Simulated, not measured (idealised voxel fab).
This section sets out a process module, namely voxel capacitor over wiring.
The cross-section on display is named cut; it measures 200 nm wide, and its cells are 5 nm squares.
Throughout this document, each cross-section is represented as a grid of square cells and is presented as a sequence of bands enumerated from the top downward, where a band comprises one or more rows of cells.
Band: top height; bottom height; in nm. Then, left to right: material with width in nm, for each material. "full width": a single material spanning edge to edge. "empty": empty space.
Heights are measured from 0, the level below which the as-received wafer is all one material; the lowest band has no bottom and continues downward, written as in "z 0 and below".
A two-number width, for instance "30..40", indicates that the width is equal to the first number in the top row of the band and to the second number in the bottom row, and that it changes by a constant amount per row of cells.
Reading "same as before" for a step: not a cell of the cross-section changed in it.
For the entry "Closed void listing", the listed items are empty spaces with no open way to the top whose size is 8 cells or more; each item follows the pattern width x height at distance, where distance is from the left edge and all three are in nm.
Text after the settings on a step's line: the simulator's own remark on that step.
Steps that use a mask can have "overlay nm" on their line. It says how far the mask sat to the right of where it was meant to be. Negative means to the left.

# The planned process steps are enumerated hereunder
1: RECEIVE: material Si
2: CONFORMAL_DEP: material SiO2, thk nm 15
3: DIRECTIONAL_DEP: material TiN, thk nm 5
4: DIRECTIONAL_DEP: material Ru, thk nm 20
5: DIRECTIONAL_DEP: material aC, thk nm 10
6: PATTERN: tone cover, mask id METAL_1, material resist, width nm 30, pitch nm 100, thk nm 25, overlay nm 0
7: DIRECTIONAL_ETCH: etch materials aC, depth nm 10
8: STRIP: etch materials resist
9: DIRECTIONAL_ETCH: etch materials Ru, depth nm 20
10: DIRECTIONAL_ETCH: etch materials TiN, depth nm 5
11: STRIP: etch materials aC
12: FILL_DEP: material lowk, thk nm 10
13: CMP: height nm 40
14: CONFORMAL_DEP: material SiCN, thk nm 5
15: DIRECTIONAL_DEP: material lowk, thk nm 15
16: DIRECTIONAL_DEP: material aC, thk nm 15
17: PATTERN: tone open, mask id PLUG_1, material resist, width nm 15, thk nm 35, overlay nm 0
18: DIRECTIONAL_ETCH: etch materials aC, depth nm 15
19: STRIP: etch materials resist
20: DIRECTIONAL_ETCH: etch materials lowk, depth nm 15
21: DIRECTIONAL_ETCH: etch materials SiCN, depth nm 5
22: STRIP: etch materials aC
23: EPI: material Ru, thk nm 10
24: EPI: material Ru, thk nm 10
25: DIRECTIONAL_DEP: material TiN, thk nm 10
26: DIRECTIONAL_DEP: material Al2O3, thk nm 5
27: DIRECTIONAL_DEP: material TiN, thk nm 5
28: PATTERN: tone cover, mask id UPPER_PLATE, material resist, width nm 75, thk nm 15, overlay nm 0
29: DIRECTIONAL_ETCH: etch materials TiN, depth nm 5
30: DIRECTIONAL_ETCH: etch materials Al2O3, depth nm 5
31: STRIP: etch materials resist
32: DIRECTIONAL_DEP: material aC, thk nm 10
33: PATTERN: tone cover, mask id LOWER_PLATE, material resist, width nm 85, thk nm 25, overlay nm 0
34: DIRECTIONAL_ETCH: etch materials aC, depth nm 10
35: STRIP: etch materials resist
36: DIRECTIONAL_ETCH: etch materials TiN, depth nm 10
37: STRIP: etch materials aC
38: FILL_DEP: material SiO2, thk nm 15
39: CMP: height nm 90
40: DIRECTIONAL_DEP: material aC, thk nm 15
41: PATTERN: tone open, mask id PLUG_2, material resist, width nm 15, thk nm 30, overlay nm 0
42: DIRECTIONAL_ETCH: etch materials aC, depth nm 15
43: STRIP: etch materials resist
44: DIRECTIONAL_ETCH: etch materials SiO2, depth nm 10
45: STRIP: etch materials aC
46: CONFORMAL_DEP: material TiN, thk nm 5
47: FILL_DEP: material Ru, thk nm 10
48: CMP: height nm 90
49: CONFORMAL_DEP: material SiCN, thk nm 5

# Cross-section of the wafer as it came to us, i.e., already through step 1
	z 0 and below: Si full width
	Closed void listing: none

# Cross-sectional image of the first of two wafers at the end of the module, the run having proceeded as planned
	z 95 to 90: SiCN full width
	z 90 to 85: SiO2=60 | TiN=5 | Ru=5 | TiN=5 | SiO2=125
	z 85 to 75: SiO2=60..50 | TiN=15..75 | SiO2=125..75
	z 75 to 70: SiO2=50 | Al2O3=75 | SiO2=75
	z 70 to 60: SiO2=45 | TiN=85 | SiO2=70
	z 60 to 45: lowk=50 | Ru=15 | lowk=135
	z 45 to 40: SiCN=50 | Ru=15 | SiCN=135
	z 40 to 20: lowk=35 | Ru=30 | lowk=70 | Ru=30 | lowk=35
	z 20 to 15: lowk=35 | TiN=30 | lowk=70 | TiN=30 | lowk=35
	z 15 to 0: SiO2 full width
	z 0 and below: Si full width
	Closed void listing: none

# Second wafer cross-section at end of module - shared start and plan with the first, one mistake in the run
	z 95 to 90: SiCN full width
	z 90 to 85: SiO2=60 | TiN=5 | Ru=5 | TiN=5 | SiO2=125
	z 85 to 75: SiO2=60..65 | TiN=15..60 | SiO2=125..75
	z 75 to 70: SiO2=50 | TiN=15 | Al2O3=60 | SiO2=75
	z 70 to 65: SiO2=45 | TiN=5 | Al2O3=15 | TiN=65 | SiO2=70
	z 65 to 60: SiO2=45 | TiN=85 | SiO2=70
	z 60 to 55: SiCN=50 | TiN=15 | SiCN=135
	z 55 to 40: lowk full width
	z 40 to 20: lowk=35 | Ru=30 | lowk=70 | Ru=30 | lowk=35
	z 20 to 15: lowk=35 | TiN=30 | lowk=70 | TiN=30 | lowk=35
	z 15 to 0: SiO2 full width
	z 0 and below: Si full width
	Closed void listing: none
Run error: the intended sequence of steps 14 and 15 was reversed during processing, with each occupying the position of the other
at the end the second wafer has, in cells: Ru: 12 fewer | SiO2: 3 more | lowk: 9 more
